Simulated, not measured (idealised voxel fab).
Documented hereafter: the process module known as voxel plated lines.
Cross-sectional view cut (width: 270 nm; square cell size: 5 nm).
In what follows, cross-sections appear as grids of square cells, described through bands that run from the top down, where every band is one or more rows of cells.
Basically the band line says how high the top is and how high the bottom is, in nm, and then what's in it from left to right, every material with its width in nm. Empty space shows up as "air", and if a single material carries "all across" it runs the full band edge to edge.
The level at which height equals 0 is the one under which the wafer, as it arrives, is entirely one material. No lower edge exists for the bottom band, which continues downward and is notated as in "0 -> down".
The expression "30->40" gives the width at the extremes of the band, the first number at its top row of cells and the second at its bottom row, with the width changing by equal amounts from each row to the next in between.
Take "no modification" at face value: in the step it is given for, the cross-section changed in none of its cells.
Voids not open to the top, 8 cells minimum: see "Catalogued sealed voids". Written width x height at distance; distance is from the left edge; nm.
Anything after a step's settings on that line? It's the simulator's own note about the step.
On any step carrying a mask, the "overlay nm" setting, if present on the step's line, tells how far right of its planned place the mask lay; negative values point to the left.
## Process steps foreseen in the plan
- 1: RECEIVE with material Si
- 2: CONFORMAL_DEP with material SiO2, thk nm 15
- 3: DIRECTIONAL_DEP with material TiN, thk nm 5
- 4: PATTERN with tone open, mask id LINES, material resist, width nm 15, pitch nm 35, thk nm 15, overlay nm 0
- 5: EPI with material Ru, thk nm 10
- 6: STRIP with etch materials resist
- 7: DIRECTIONAL_ETCH with etch materials TiN, depth nm 5
- 8: CONFORMAL_DEP with material SiO2, thk nm 10
## So this is the incoming wafer in cross-section - it's already been through step 1
	0 -> down | Si all across
	Catalogued sealed voids: none
## Wafer at module end, in section. Began as above, planned as above, run with one mistake
	35 -> 30 | 80 of air  105 of SiO2  85 of air
	30 -> 25 | SiO2 all across
	25 -> 20 | 90 of SiO2  15 of Ru  20 of SiO2  15 of Ru  20 of SiO2  15 of Ru  95 of SiO2
	20 -> 15 | TiN all across
	15 -> 0 | SiO2 all across
	0 -> down | Si all across
	Catalogued sealed voids: none
Deviation from plan: heads up, step 7 didn't go per plan, it actually ran as DIRECTIONAL_ETCH with etch materials Ru, depth nm 5
